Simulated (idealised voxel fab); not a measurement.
Process module heading - voxel self aligned contacts
The figure presents cross-section cut, which has a width of 300 nm and is divided into square cells with an edge length of 5 nm.
Cross-section = grid of square cells, listed top down in bands; band = one or more rows.
Band: top and bottom heights (nm) first, top before bottom; then materials from left to right, widths in nm. "edge to edge" marks a sole material filling the band edge to edge. "blank" denotes empty space.
It should be noted that heights are counted from 0, beneath which the wafer as supplied is of one material throughout, and that the lowest band possesses no lower boundary but continues downward, as written in "top 0, no bottom".
With a width like "30 to 40", each row of cells in the band differs from the next by the same amount, the top row carrying the first number and the bottom row the second.
Given "no alteration" for a step, no cell of the cross-section differs between before and after that step.
"Catalogued sealed voids" specifies each empty space that is not open to the top and that occupies no fewer than 8 cells, using the form width x height at distance, the distance measured from the left edge and all three quantities in nm.
Whatever follows a step's settings on its line is a remark the simulator itself makes about that step.
You can add "overlay nm" to a step's line. For a step with a mask, it describes how far the mask lay to the right of its planned position, and a negative number describes a lay to the left.

[The following list gives the planned process steps]
1,RECEIVE, material Si
2,OXIDIZE, depth nm 5
3,DIRECTIONAL_DEP, material polySi, thk nm 30
4,DIRECTIONAL_DEP, material SiN, thk nm 15
5,MASKED_ETCH, tone cover, mask id GATE, width nm 35, pitch nm 65, etch materials SiN, depth nm 15, overlay nm 0
6,MASKED_ETCH, tone cover, mask id GATE, width nm 35, pitch nm 65, etch materials polySi, depth nm 30, overlay nm 0
7,CONFORMAL_DEP, material SiN, thk nm 5
8,DIRECTIONAL_ETCH, etch materials SiN, depth nm 5
9,FILL_DEP, material SiO2, thk nm 10
10,CMP, height nm 50
11,DIRECTIONAL_DEP, material aC, thk nm 10
12,PATTERN, tone open, mask id CONTACT, material resist, width nm 40, thk nm 25, overlay nm 0
13,DIRECTIONAL_ETCH, etch materials aC, depth nm 10
14,STRIP, etch materials resist
15,DIRECTIONAL_ETCH, etch materials SiO2, depth nm 55
16,STRIP, etch materials aC
17,CONFORMAL_DEP, material TiN, thk nm 5
18,FILL_DEP, material W, thk nm 10
19,CMP, height nm 50
20,CONFORMAL_DEP, material SiN, thk nm 5

[On the first of the two wafers: run conducted according to plan]

[Wafer cross-section on receipt, i.e. after step 1]
* top 0, no bottom = Si edge to edge
* Catalogued sealed voids: none

[State of the wafer after step 2, shown in cross-section]
* top 0, bottom -5 = SiO2 edge to edge
* Below -5, no change.

[State of the wafer after step 3, shown in cross-section]
* top 30, bottom 0 = polySi edge to edge
* Below 0, no change.

[State of the wafer after step 4, shown in cross-section]
* top 45, bottom 30 = SiN edge to edge
* Below 30, no change.

[State of the wafer after step 5, shown in cross-section]
* top 45, bottom 30 = blank=100, then SiN=35, then blank=30, then SiN=35, then blank=100
* Below 30, no change.

[State of the wafer after step 6, shown in cross-section]
* top 45, bottom 30 = blank=100, then SiN=35, then blank=30, then SiN=35, then blank=100
* top 30, bottom 0 = blank=100, then polySi=35, then blank=30, then polySi=35, then blank=100
* Below 0, no change.

[State of the wafer after step 7, shown in cross-section]
* top 50, bottom 30 = blank=95, then SiN=45, then blank=20, then SiN=45, then blank=95
* top 30, bottom 5 = blank=95, then SiN=5, then polySi=35, then SiN=5, then blank=20, then SiN=5, then polySi=35, then SiN=5, then blank=95
* top 5, bottom 0 = SiN=100, then polySi=35, then SiN=30, then polySi=35, then SiN=100
* Below 0, no change.

[State of the wafer after step 8, shown in cross-section]
* top 45, bottom 30 = blank=95, then SiN=45, then blank=20, then SiN=45, then blank=95
* top 30, bottom 0 = blank=95, then SiN=5, then polySi=35, then SiN=5, then blank=20, then SiN=5, then polySi=35, then SiN=5, then blank=95
* Below 0, no change.

[State of the wafer after step 9, shown in cross-section]
* top 55, bottom 45 = SiO2 edge to edge
* top 45, bottom 30 = SiO2=95, then SiN=45, then SiO2=20, then SiN=45, then SiO2=95
* top 30, bottom 0 = SiO2=95, then SiN=5, then polySi=35, then SiN=5, then SiO2=20, then SiN=5, then polySi=35, then SiN=5, then SiO2=95
* Below 0, no change.

[State of the wafer after step 10, shown in cross-section]
* top 50, bottom 45 = SiO2 edge to edge
* Below 45, no change.

[State of the wafer after step 11, shown in cross-section]
* top 60, bottom 50 = aC edge to edge
* Below 50, no change.

[State of the wafer after step 12, shown in cross-section]
* top 85, bottom 60 = resist=130, then blank=40, then resist=130
* Below 60, no change.

[State of the wafer after step 13, shown in cross-section]
* top 75, bottom 60 = resist=130, then blank=40, then resist=130
* top 60, bottom 50 = aC=130, then blank=40, then aC=130
* Below 50, no change.

[State of the wafer after step 14, shown in cross-section]
* top 60, bottom 50 = aC=130, then blank=40, then aC=130
* Below 50, no change.

[State of the wafer after step 15, shown in cross-section]
* top 60, bottom 50 = aC=130, then blank=40, then aC=130
* top 50, bottom 45 = SiO2=130, then blank=40, then SiO2=130
* top 45, bottom 30 = SiO2=95, then SiN=45, then blank=20, then SiN=45, then SiO2=95
* top 30, bottom 0 = SiO2=95, then SiN=5, then polySi=35, then SiN=5, then blank=20, then SiN=5, then polySi=35, then SiN=5, then SiO2=95
* top 0, bottom -5 = SiO2=140, then blank=20, then SiO2=140
* Below -5, no change.

[State of the wafer after step 16, shown in cross-section]
* top 50, bottom 45 = SiO2=130, then blank=40, then SiO2=130
* Below 45, no change.

[State of the wafer after step 17, shown in cross-section]
* top 55, bottom 50 = TiN=135, then blank=30, then TiN=135
* top 50, bottom 45 = SiO2=130, then TiN=15, then blank=10, then TiN=15, then SiO2=130
* top 45, bottom 30 = SiO2=95, then SiN=45, then TiN=5, then blank=10, then TiN=5, then SiN=45, then SiO2=95
* top 30, bottom 0 = SiO2=95, then SiN=5, then polySi=35, then SiN=5, then TiN=5, then blank=10, then TiN=5, then SiN=5, then polySi=35, then SiN=5, then SiO2=95
* top 0, bottom -5 = SiO2=140, then TiN=20, then SiO2=140
* Below -5, no change.

[State of the wafer after step 18, shown in cross-section]
* top 65, bottom 55 = W edge to edge
* top 55, bottom 50 = TiN=135, then W=30, then TiN=135
* top 50, bottom 45 = SiO2=130, then TiN=15, then W=10, then TiN=15, then SiO2=130
* top 45, bottom 30 = SiO2=95, then SiN=45, then TiN=5, then W=10, then TiN=5, then SiN=45, then SiO2=95
* top 30, bottom 0 = SiO2=95, then SiN=5, then polySi=35, then SiN=5, then TiN=5, then W=10, then TiN=5, then SiN=5, then polySi=35, then SiN=5, then SiO2=95
* Below 0, no change.

[State of the wafer after step 19, shown in cross-section]
* top 50, bottom 45 = SiO2=130, then TiN=15, then W=10, then TiN=15, then SiO2=130
* Below 45, no change.

[State of the wafer after step 20, shown in cross-section]
* top 55, bottom 50 = SiN edge to edge
* Below 50, no change.

[For the second wafer, take the first wafer's start and plan, then add one mistake made in running it; everything through step 1, that step included, is shared with the first]

[Planned end of step 2: second wafer, cross-section]
* top 30, bottom 0 = polySi edge to edge
* Below 0, no change.

[Planned end of step 3: second wafer, cross-section]
* top 30, bottom 25 = SiO2 edge to edge
* Below 25, no change.

[Planned end of step 4: second wafer, cross-section]
* top 45, bottom 30 = SiN edge to edge
* Below 30, no change.

[Planned end of step 5: second wafer, cross-section]
* top 45, bottom 30 = blank=100, then SiN=35, then blank=30, then SiN=35, then blank=100
* Below 30, no change.

Planned end of step 6: second wafer, cross-section: no alteration

[Planned end of step 7: second wafer, cross-section]
* top 50, bottom 35 = blank=95, then SiN=45, then blank=20, then SiN=45, then blank=95
* top 35, bottom 30 = SiN edge to edge
* Below 30, no change.

[Planned end of step 8: second wafer, cross-section]
* top 45, bottom 30 = blank=95, then SiN=45, then blank=20, then SiN=45, then blank=95
* Below 30, no change.

[Planned end of step 9: second wafer, cross-section]
* top 55, bottom 45 = SiO2 edge to edge
* top 45, bottom 30 = SiO2=95, then SiN=45, then SiO2=20, then SiN=45, then SiO2=95
* Below 30, no change.

[Planned end of step 10: second wafer, cross-section]
* top 50, bottom 45 = SiO2 edge to edge
* Below 45, no change.

[Planned end of step 11: second wafer, cross-section]
* top 60, bottom 50 = aC edge to edge
* Below 50, no change.

[Planned end of step 12: second wafer, cross-section]
* top 85, bottom 60 = resist=130, then blank=40, then resist=130
* Below 60, no change.

[Planned end of step 13: second wafer, cross-section]
* top 75, bottom 60 = resist=130, then blank=40, then resist=130
* top 60, bottom 50 = aC=130, then blank=40, then aC=130
* Below 50, no change.

[Planned end of step 14: second wafer, cross-section]
* top 60, bottom 50 = aC=130, then blank=40, then aC=130
* Below 50, no change.

[Planned end of step 15: second wafer, cross-section]
* top 60, bottom 50 = aC=130, then blank=40, then aC=130
* top 50, bottom 45 = SiO2=130, then blank=40, then SiO2=130
* top 45, bottom 30 = SiO2=95, then SiN=45, then blank=20, then SiN=45, then SiO2=95
* top 30, bottom 25 = SiO2=140, then blank=20, then SiO2=140
* Below 25, no change.

[Planned end of step 16: second wafer, cross-section]
* top 50, bottom 45 = SiO2=130, then blank=40, then SiO2=130
* Below 45, no change.

[Planned end of step 17: second wafer, cross-section]
* top 55, bottom 50 = TiN=135, then blank=30, then TiN=135
* top 50, bottom 45 = SiO2=130, then TiN=15, then blank=10, then TiN=15, then SiO2=130
* top 45, bottom 30 = SiO2=95, then SiN=45, then TiN=5, then blank=10, then TiN=5, then SiN=45, then SiO2=95
* top 30, bottom 25 = SiO2=140, then TiN=20, then SiO2=140
* Below 25, no change.

[Planned end of step 18: second wafer, cross-section]
* top 65, bottom 55 = W edge to edge
* top 55, bottom 50 = TiN=135, then W=30, then TiN=135
* top 50, bottom 45 = SiO2=130, then TiN=15, then W=10, then TiN=15, then SiO2=130
* top 45, bottom 30 = SiO2=95, then SiN=45, then TiN=5, then W=10, then TiN=5, then SiN=45, then SiO2=95
* Below 30, no change.

[Planned end of step 19: second wafer, cross-section]
* top 50, bottom 45 = SiO2=130, then TiN=15, then W=10, then TiN=15, then SiO2=130
* Below 45, no change.

[Planned end of step 20: second wafer, cross-section]
* top 55, bottom 50 = SiN edge to edge
* Below 50, no change.
Diagnosis: steps 2 and 3 got flipped, so each one ran where the other should have
at the end the second wafer has, in cells: +60 Si; -24 SiN; -228 SiO2; -12 TiN; -12 W; +216 polySi
